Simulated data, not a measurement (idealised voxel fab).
A process module follows: voxel transistor to metal.
The cross-section shown here is cut; it is 170 nm wide and divided into square cells measuring 5 nm on a side.
Cross-section spec: square-cell grid; bands listed top down; each band is one or more rows. Basically the band line says how high the top is and how high the bottom is, in nm, and then what's in it from left to right, every material with its width in nm. Empty space shows up as "empty", and if a single material carries "full width" it runs the full band edge to edge. The reference from which all heights are counted is 0, the level beneath which the as-received wafer is entirely one material; the lowest band, having no lower bound, proceeds downward and is written after the example "0..down". So if you see something like "30 to 40" for the width, read it as the top row of the band sitting at the first number and the bottom row at the second, with every row in between moving by the same amount as the last. "nothing changed" after a step means that no cell of the cross-section changed. So "Unvented cavities" is basically the list of trapped voids: any empty space of 8 cells or more that can't reach the top through an opening. They're written width x height at distance, the distance being from the left edge, and it's all nm. Read whatever lies past the settings on a step's line as the simulator's own remark about the step. Regarding "overlay nm": on a step with a mask, it is the distance the mask lay to the right of its planned place; a negative value places it to the left.
## This section lists the process steps that were planned
1. RECEIVE [material Si]
2. CONFORMAL_DEP [material SiO2] [thk nm 5]
3. CONFORMAL_DEP [material SiN] [thk nm 10]
4. PATTERN [tone cover] [mask id ACTIVE] [material resist] [width nm 95] [thk nm 15] [overlay nm 0]
5. DIRECTIONAL_ETCH [etch materials SiN] [depth nm 10]
6. DIRECTIONAL_ETCH [etch materials SiO2] [depth nm 5]
7. DIRECTIONAL_ETCH [etch materials Si] [depth nm 35]
8. STRIP [etch materials resist]
9. FILL_DEP [material SiO2] [thk nm 10]
10. CMP [height nm 15]
11. SELECTIVE_ETCH [etch materials SiO2] [depth nm 5]
12. STRIP [etch materials SiN]
13. SELECTIVE_ETCH [etch materials SiO2] [depth nm 5]
14. OXIDIZE [depth nm 5]
15. DIRECTIONAL_DEP [material polySi] [thk nm 25]
16. DIRECTIONAL_DEP [material SiCN] [thk nm 10]
17. PATTERN [tone cover] [mask id GATE] [material resist] [width nm 25] [thk nm 15] [overlay nm 0]
18. DIRECTIONAL_ETCH [etch materials SiCN] [depth nm 20]
19. DIRECTIONAL_ETCH [etch materials polySi] [depth nm 35]
20. STRIP [etch materials resist]
21. CONFORMAL_DEP [material SiO2] [thk nm 5]
22. DIRECTIONAL_ETCH [etch materials SiO2] [depth nm 5]
23. CONFORMAL_DEP [material SiN] [thk nm 10]
24. DIRECTIONAL_ETCH [etch materials SiN] [depth nm 10]
25. DIRECTIONAL_ETCH [etch materials SiO2] [depth nm 5]
26. DIRECTIONAL_ETCH [etch materials Si] [depth nm 10]
27. EPI [material SiGe] [thk nm 10]
28. FILL_DEP [material SiO2] [thk nm 5]
29. CMP [height nm 35]
30. DIRECTIONAL_DEP [material SiO2] [thk nm 15]
31. MASKED_ETCH [tone open] [mask id CONTACT] [width nm 25] [pitch nm 60] [etch materials SiO2] [depth nm 45] [overlay nm 0]
32. CONFORMAL_DEP [material TiN] [thk nm 5]
33. FILL_DEP [material W] [thk nm 5]
34. CMP [height nm 50]
35. DIRECTIONAL_DEP [material TiN] [thk nm 5]
36. DIRECTIONAL_DEP [material Ru] [thk nm 25]
37. PATTERN [tone cover] [mask id METAL_1] [material resist] [width nm 15] [pitch nm 70] [thk nm 15] [overlay nm 0]
38. DIRECTIONAL_ETCH [etch materials Ru] [depth nm 25]
39. DIRECTIONAL_ETCH [etch materials TiN] [depth nm 5]
40. STRIP [etch materials resist]
41. FILL_DEP [material SiO2] [thk nm 5]
42. CMP [height nm 80]
43. CONFORMAL_DEP [material SiCN] [thk nm 5]
44. DIRECTIONAL_DEP [material SiO2] [thk nm 25]
45. PATTERN [tone open] [mask id METAL_2] [material resist] [width nm 15] [pitch nm 70] [thk nm 20] [overlay nm 0]
46. DIRECTIONAL_ETCH [etch materials SiO2] [depth nm 15]
47. STRIP [etch materials resist]
48. DIRECTIONAL_DEP [material aC] [thk nm 10]
49. PATTERN [tone open] [mask id METAL_2_HOLES] [material resist] [width nm 15] [pitch nm 70] [thk nm 30] [overlay nm 0]
50. DIRECTIONAL_ETCH [etch materials aC] [depth nm 10]
51. STRIP [etch materials resist]
52. DIRECTIONAL_ETCH [etch materials SiO2] [depth nm 10]
53. DIRECTIONAL_ETCH [etch materials SiCN] [depth nm 5]
54. STRIP [etch materials aC]
55. CONFORMAL_DEP [material TiN] [thk nm 5]
56. FILL_DEP [material Ru] [thk nm 10]
57. CMP [height nm 110]
58. CONFORMAL_DEP [material SiN] [thk nm 5]
## Cross-section, incoming material, after step 1
  0..down = Si full width
  Unvented cavities: none
## Same starting wafer, same plan as above, one mistake in the execution; this is the cross-section at the end of the module
  115..110 = SiN full width
  110..85 = 40 of SiO2  5 of TiN  5 of Ru  5 of TiN  55 of SiO2  5 of TiN  5 of Ru  5 of TiN  45 of SiO2
  85..80 = 40 of SiCN  15 of TiN  55 of SiCN  15 of TiN  45 of SiCN
  80..55 = 40 of SiO2  15 of Ru  55 of SiO2  15 of Ru  45 of SiO2
  55..50 = 40 of SiO2  15 of TiN  55 of SiO2  15 of TiN  45 of SiO2
  50..40 = 40 of SiO2  5 of TiN  15 of W  5 of TiN  35 of SiO2  5 of TiN  15 of W  5 of TiN  45 of SiO2
  40..35 = 40 of SiO2  5 of TiN  10 of W  10 of TiN  35 of SiO2  10 of TiN  10 of W  5 of TiN  45 of SiO2
  35..25 = 40 of SiO2  5 of TiN  10 to 5 of W  5 to 10 of TiN  10 of SiN  25 of SiCN  10 of SiN  5 to 10 of TiN  10 to 5 of W  5 of TiN  45 of SiO2
  25..10 = 40 of SiO2  5 of TiN  5 of W  5 of TiN  10 of SiN  5 of SiO2  25 of polySi  5 of SiO2  10 of SiN  5 of TiN  5 of W  5 of TiN  45 of SiO2
  10..5 = 40 of SiO2  15 of TiN  10 of SiN  5 of SiO2  25 of polySi  5 of SiO2  10 of SiN  15 of TiN  45 of SiO2
  5..0 = 45 of SiO2  10 of SiGe  10 of SiN  5 of SiO2  25 of polySi  5 of SiO2  10 of SiN  10 of SiGe  50 of SiO2
  0..-5 = 45 of SiO2  10 of SiGe  10 of SiN  35 of SiO2  10 of SiN  10 of SiGe  50 of SiO2
  -5..-15 = 30 to 35 of SiO2  25 to 20 of SiGe  55 of Si  25 to 20 of SiGe  35 to 40 of SiO2
  -15..-35 = 35 of SiO2  95 of Si  40 of SiO2
  -35..down = Si full width
  Unvented cavities: none
It is concluded that the wafer was processed incorrectly with respect to the plan, in that the process deviated at step 22: the operation and settings actually run there were DIRECTIONAL_ETCH [etch materials SiO2] [depth nm 15]
